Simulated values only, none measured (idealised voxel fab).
Presented below is a process module, voxel transistor to metal.
Pictured: cross-section cut, 285 nm wide, on a grid of 5 nm square cells.
Just so we're on the same page, the cross-sections are grids of square cells, and they're listed out in bands top to bottom, each band one or more rows deep. Heights first: top, then bottom, in nm. Then materials, left to right, each with a width in nm. "full width" on a single material: fills the band edge to edge. "air": empty space. Height reference: 0 = level under which incoming wafer is all one material. Lowest band: no bottom, runs on downward, e.g. "z 0 and below". The two numbers in a width such as "30 to 40" mark its ends across the band: the first belongs to the top row of cells, the second to the bottom row, and from each row to the next the width moves by the same amount. Given "remains unaltered" for a step, no cell of the cross-section differs between before and after that step. Catalogued sealed voids: empty space of 8 cells or more with no open way to the top, each as width x height at its distance from the left edge, in nm. Step line, after settings: the simulator's comment on this step. A step line may carry the setting "overlay nm", which, for steps involving a mask, states the distance by which the mask lay to the right of its intended position; negative values denote displacement to the left.

So here's the lineup of process steps we planned:
| 1 | RECEIVE [material Si] |
| 2 | OXIDIZE [depth nm 5] |
| 3 | CONFORMAL_DEP [material SiN] [thk nm 10] |
| 4 | MASKED_ETCH [tone cover] [mask id ACTIVE] [width nm 110] [pitch nm 140] [etch materials SiN] [depth nm 10] [overlay nm 0] |
| 5 | MASKED_ETCH [tone cover] [mask id ACTIVE] [width nm 110] [pitch nm 140] [etch materials SiO2] [depth nm 5] [overlay nm 0] |
| 6 | MASKED_ETCH [tone cover] [mask id ACTIVE] [width nm 110] [pitch nm 140] [etch materials Si] [depth nm 35] [overlay nm 0] |
| 7 | OXIDIZE [depth nm 5] |
| 8 | FILL_DEP [material SiO2] [thk nm 5] |
| 9 | CMP [height nm 10] |
| 10 | SELECTIVE_ETCH [etch materials SiO2] [depth nm 10] |
| 11 | STRIP [etch materials SiN] |
| 12 | SELECTIVE_ETCH [etch materials SiO2] [depth nm 5] |
| 13 | OXIDIZE [depth nm 5] |
| 14 | DIRECTIONAL_DEP [material polySi] [thk nm 30] |
| 15 | DIRECTIONAL_DEP [material SiCN] [thk nm 15] |
| 16 | DIRECTIONAL_DEP [material aC] [thk nm 15] |
| 17 | PATTERN [tone cover] [mask id GATE] [material resist] [width nm 20] [pitch nm 140] [thk nm 30] [overlay nm 0] |
| 18 | DIRECTIONAL_ETCH [etch materials aC] [depth nm 15] |
| 19 | STRIP [etch materials resist] |
| 20 | DIRECTIONAL_ETCH [etch materials SiCN] [depth nm 25] |
| 21 | DIRECTIONAL_ETCH [etch materials polySi] [depth nm 40] |
| 22 | STRIP [etch materials aC] |
| 23 | CONFORMAL_DEP [material SiO2] [thk nm 5] |
| 24 | DIRECTIONAL_ETCH [etch materials SiO2] [depth nm 5] |
| 25 | CONFORMAL_DEP [material SiN] [thk nm 5] |
| 26 | DIRECTIONAL_ETCH [etch materials SiN] [depth nm 5] |
| 27 | DIRECTIONAL_ETCH [etch materials SiO2] [depth nm 5] |
| 28 | EPI [material pSi] [thk nm 5] |
| 29 | FILL_DEP [material SiO2] [thk nm 10] |
| 30 | CMP [height nm 40] |
| 31 | DIRECTIONAL_DEP [material SiO2] [thk nm 15] |
| 32 | PATTERN [tone open] [mask id CONTACT] [material resist] [width nm 20] [pitch nm 70] [thk nm 20] [overlay nm 0] |
| 33 | DIRECTIONAL_ETCH [etch materials SiO2] [depth nm 60] |
| 34 | STRIP [etch materials resist] |
| 35 | CONFORMAL_DEP [material TiN] [thk nm 5] |
| 36 | FILL_DEP [material W] [thk nm 5] |
| 37 | CMP [height nm 55] |
| 38 | CONFORMAL_DEP [material SiCN] [thk nm 5] |
| 39 | DIRECTIONAL_DEP [material SiO2] [thk nm 20] |
| 40 | PATTERN [tone open] [mask id METAL_1] [material resist] [width nm 20] [pitch nm 70] [thk nm 15] [overlay nm 0] |
| 41 | DIRECTIONAL_ETCH [etch materials SiO2] [depth nm 20] |
| 42 | DIRECTIONAL_ETCH [etch materials SiCN] [depth nm 5] |
| 43 | STRIP [etch materials resist] |
| 44 | CONFORMAL_DEP [material TiN] [thk nm 5] |
| 45 | FILL_DEP [material Cu] [thk nm 10] |
| 46 | CMP [height nm 80] |
| 47 | CONFORMAL_DEP [material SiN] [thk nm 5] |

Step 1 complete: cross-section of the wafer as received:
z 0 and below | Si full width
Catalogued sealed voids: none

Wafer cross-section at module end: first of two, run to plan:
z 85 to 80 | SiN full width
z 80 to 60 | SiO2 (25), TiN (5), Cu (10), TiN (5), SiO2 (50), TiN (5), Cu (10), TiN (5), SiO2 (50), TiN (5), Cu (10), TiN (5), SiO2 (50), TiN (5), Cu (10), TiN (5), SiO2 (30)
z 60 to 55 | SiCN (25), TiN (20), SiCN (50), TiN (20), SiCN (50), TiN (20), SiCN (50), TiN (20), SiCN (30)
z 55 to 40 | SiO2 (25), TiN (5), W (10), TiN (5), SiO2 (50), TiN (5), W (10), TiN (5), SiO2 (50), TiN (5), W (10), TiN (5), SiO2 (50), TiN (5), W (10), TiN (5), SiO2 (30)
z 40 to 25 | SiO2 (25), TiN (5), W (10), TiN (5), SiO2 (5), SiN (5), SiO2 (5), SiCN (20), SiO2 (5), SiN (5), SiO2 (5), TiN (5), W (10), TiN (5), SiO2 (50), TiN (5), W (10), TiN (5), SiO2 (5), SiN (5), SiO2 (5), SiCN (20), SiO2 (5), SiN (5), SiO2 (5), TiN (5), W (10), TiN (5), SiO2 (30)
z 25 to 0 | SiO2 (25), TiN (5), W (10), TiN (5), SiO2 (5), SiN (5), SiO2 (5), polySi (20), SiO2 (5), SiN (5), SiO2 (5), TiN (5), W (10), TiN (5), SiO2 (50), TiN (5), W (10), TiN (5), SiO2 (5), SiN (5), SiO2 (5), polySi (20), SiO2 (5), SiN (5), SiO2 (5), TiN (5), W (10), TiN (5), SiO2 (30)
z 0 to -5 | SiO2 (25), TiN (20), SiO2 (5), SiN (5), SiO2 (5), polySi (20), SiO2 (5), SiN (5), SiO2 (5), TiN (20), SiO2 (50), TiN (20), SiO2 (5), SiN (5), SiO2 (5), polySi (20), SiO2 (5), SiN (5), SiO2 (5), TiN (20), SiO2 (30)
z -5 to -10 | SiO2 (15), pSi (35), SiO2 (40), pSi (35), SiO2 (30), pSi (35), SiO2 (40), pSi (35), SiO2 (20)
z -10 to -45 | SiO2 (20), Si (100), SiO2 (40), Si (100), SiO2 (25)
z -45 and below | Si full width
Catalogued sealed voids: none

End-of-module cross-section of the second wafer: identical starting point and process plan to the first, with one processing mistake:
z 85 to 80 | SiN full width
z 80 to 60 | SiO2 (25), TiN (5), Cu (10), TiN (5), SiO2 (50), TiN (5), Cu (10), TiN (5), SiO2 (50), TiN (5), Cu (10), TiN (5), SiO2 (50), TiN (5), Cu (10), TiN (5), SiO2 (30)
z 60 to 55 | SiCN (25), TiN (20), SiCN (50), TiN (20), SiCN (50), TiN (20), SiCN (50), TiN (20), SiCN (30)
z 55 to 45 | SiO2 (35), TiN (5), W (10), TiN (5), SiO2 (50), TiN (5), W (10), TiN (5), SiO2 (50), TiN (5), W (10), TiN (5), SiO2 (50), TiN (5), W (10), TiN (5), SiO2 (20)
z 45 to 40 | SiO2 (35), TiN (5), W (5), TiN (10), SiO2 (50), TiN (5), W (10), TiN (5), SiO2 (50), TiN (5), W (5), TiN (10), SiO2 (50), TiN (5), W (10), TiN (5), SiO2 (20)
z 40 to 25 | SiO2 (35), TiN (5), W (5), TiN (5), SiN (5), SiO2 (5), SiCN (20), SiO2 (5), SiN (5), SiO2 (15), TiN (5), W (10), TiN (5), SiO2 (50), TiN (5), W (5), TiN (5), SiN (5), SiO2 (5), SiCN (20), SiO2 (5), SiN (5), SiO2 (15), TiN (5), W (10), TiN (5), SiO2 (20)
z 25 to 0 | SiO2 (35), TiN (5), W (5), TiN (5), SiN (5), SiO2 (5), polySi (20), SiO2 (5), SiN (5), SiO2 (15), TiN (5), W (10), TiN (5), SiO2 (50), TiN (5), W (5), TiN (5), SiN (5), SiO2 (5), polySi (20), SiO2 (5), SiN (5), SiO2 (15), TiN (5), W (10), TiN (5), SiO2 (20)
z 0 to -5 | SiO2 (35), TiN (15), SiN (5), SiO2 (5), polySi (20), SiO2 (5), SiN (5), SiO2 (15), TiN (20), SiO2 (50), TiN (15), SiN (5), SiO2 (5), polySi (20), SiO2 (5), SiN (5), SiO2 (15), TiN (20), SiO2 (20)
z -5 to -10 | SiO2 (15), pSi (35), SiO2 (40), pSi (35), SiO2 (30), pSi (35), SiO2 (40), pSi (35), SiO2 (20)
z -10 to -45 | SiO2 (20), Si (100), SiO2 (40), Si (100), SiO2 (25)
z -45 and below | Si full width
Catalogued sealed voids: none
Processing error: step 32: run off-plan, actual operation and settings PATTERN [tone open] [mask id CONTACT] [material resist] [width nm 20] [pitch nm 70] [thk nm 20] [overlay nm 10]
It is noted that, at the conclusion of processing, the second wafer exhibits a higher or lower cell count for certain materials relative to the first: 18 more of SiO2; 18 fewer of W
